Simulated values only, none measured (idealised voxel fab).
Process module in this document: voxel gate over fins
The cross-section on display is named cut; it measures 240 nm wide, and its cells are 5 nm squares.
The cross-sections in this document take the form of a grid made of square cells. They are written out as bands, in order from top to bottom. Each band consists of one or more rows of cells. Look at the band entry: it leads with the top's height and the bottom's height in nm. Then it lists the materials left to right, with a width in nm for each. The word "throughout" on a single material says that material fills the band edge to edge. The word "blank" is empty space. We count height from 0. Below that, the starting wafer is all one material. The lowest band never ends at the bottom but goes on down; see "0 -> down" for how that is written. Width: "30..40" (first number = top row, second number = bottom row, same change from row to row of cells). "nothing altered" after a step means that no cell of the cross-section changed. Entry "Closed void roster". Content: empty spaces with no open connection to the top, size 8 cells or greater. Each: width x height at distance. Distance: from left edge. Unit: nm. Read whatever lies past the settings on a step's line as the simulator's own remark about the step. "overlay nm" on a masked step: distance the mask lay right of its planned place, negative for left.

Plan:
1) RECEIVE,material Si
2) CONFORMAL_DEP,material SiN,thk nm 10
3) MASKED_ETCH,tone cover,mask id FINS,width nm 15,pitch nm 50,etch materials SiN,depth nm 10,overlay nm 0
4) MASKED_ETCH,tone cover,mask id FINS,width nm 15,pitch nm 50,etch materials Si,depth nm 40,overlay nm 0
5) FILL_DEP,material SiO2,thk nm 5
6) CMP,height nm 10
7) MASKED_ETCH,tone open,mask id RAIL,width nm 15,etch materials SiO2,depth nm 45,overlay nm 0
8) CONFORMAL_DEP,material TiN,thk nm 5
9) FILL_DEP,material Ru,thk nm 5
10) CMP,height nm 10
11) SELECTIVE_ETCH,etch materials W Ru TiN,depth nm 30
12) FILL_DEP,material SiO2,thk nm 5
13) CMP,height nm 10
14) SELECTIVE_ETCH,etch materials SiO2,depth nm 20
15) STRIP,etch materials SiN
16) CONFORMAL_DEP,material HfO2,thk nm 5
17) CONFORMAL_DEP,material TiN,thk nm 5
18) FILL_DEP,material W,thk nm 15
19) CMP,height nm 20
20) CONFORMAL_DEP,material SiN,thk nm 10

Received-state cross-section, reflecting completion of step 1:
    0 -> down = Si throughout
    Closed void roster: none

First wafer at the end, as planned:
    30 -> 20 = SiN throughout
    20 -> 10 = W throughout
    10 -> 5 = W 50; TiN 35; W 15; TiN 35; W 15; TiN 35; W 55
    5 -> 0 = W 50; TiN 5; HfO2 25; TiN 5; W 15; TiN 5; HfO2 25; TiN 5; W 15; TiN 5; HfO2 25; TiN 5; W 55
    0 -> -5 = TiN 55; HfO2 5; Si 15; HfO2 5; TiN 25; HfO2 5; Si 15; HfO2 5; TiN 25; HfO2 5; Si 15; HfO2 5; TiN 60
    -5 -> -10 = HfO2 60; Si 15; HfO2 35; Si 15; HfO2 35; Si 15; HfO2 65
    -10 -> -20 = SiO2 60; Si 15; SiO2 35; Si 15; SiO2 35; Si 15; SiO2 65
    -20 -> -30 = SiO2 60; Si 15; SiO2 10; TiN 5; Ru 5; TiN 5; SiO2 10; Si 15; SiO2 35; Si 15; SiO2 65
    -30 -> -35 = SiO2 60; Si 15; SiO2 10; TiN 15; SiO2 10; Si 15; SiO2 35; Si 15; SiO2 65
    -35 -> -40 = SiO2 60; Si 15; SiO2 35; Si 15; SiO2 35; Si 15; SiO2 65
    -40 -> down = Si throughout
    Closed void roster: none

Wafer two, end of module, cross-section. Same start, same plan as wafer one. One mistake in the run:
    25 -> 20 = SiN throughout
    20 -> 10 = W throughout
    10 -> 5 = W 50; TiN 35; W 15; TiN 35; W 15; TiN 35; W 55
    5 -> 0 = W 50; TiN 5; HfO2 25; TiN 5; W 15; TiN 5; HfO2 25; TiN 5; W 15; TiN 5; HfO2 25; TiN 5; W 55
    0 -> -5 = TiN 55; HfO2 5; Si 15; HfO2 5; TiN 25; HfO2 5; Si 15; HfO2 5; TiN 25; HfO2 5; Si 15; HfO2 5; TiN 60
    -5 -> -10 = HfO2 60; Si 15; HfO2 35; Si 15; HfO2 35; Si 15; HfO2 65
    -10 -> -20 = SiO2 60; Si 15; SiO2 35; Si 15; SiO2 35; Si 15; SiO2 65
    -20 -> -30 = SiO2 60; Si 15; SiO2 10; TiN 5; Ru 5; TiN 5; SiO2 10; Si 15; SiO2 35; Si 15; SiO2 65
    -30 -> -35 = SiO2 60; Si 15; SiO2 10; TiN 15; SiO2 10; Si 15; SiO2 35; Si 15; SiO2 65
    -35 -> -40 = SiO2 60; Si 15; SiO2 35; Si 15; SiO2 35; Si 15; SiO2 65
    -40 -> down = Si throughout
    Closed void roster: none
Deviation noted in wafer processing: step 20 ran with different settings than intended, the actual operation and settings being CONFORMAL_DEP,material SiN,thk nm 5
Final comparison by cell count, materials where the second wafer has more or fewer than the first: SiN: 48 fewer
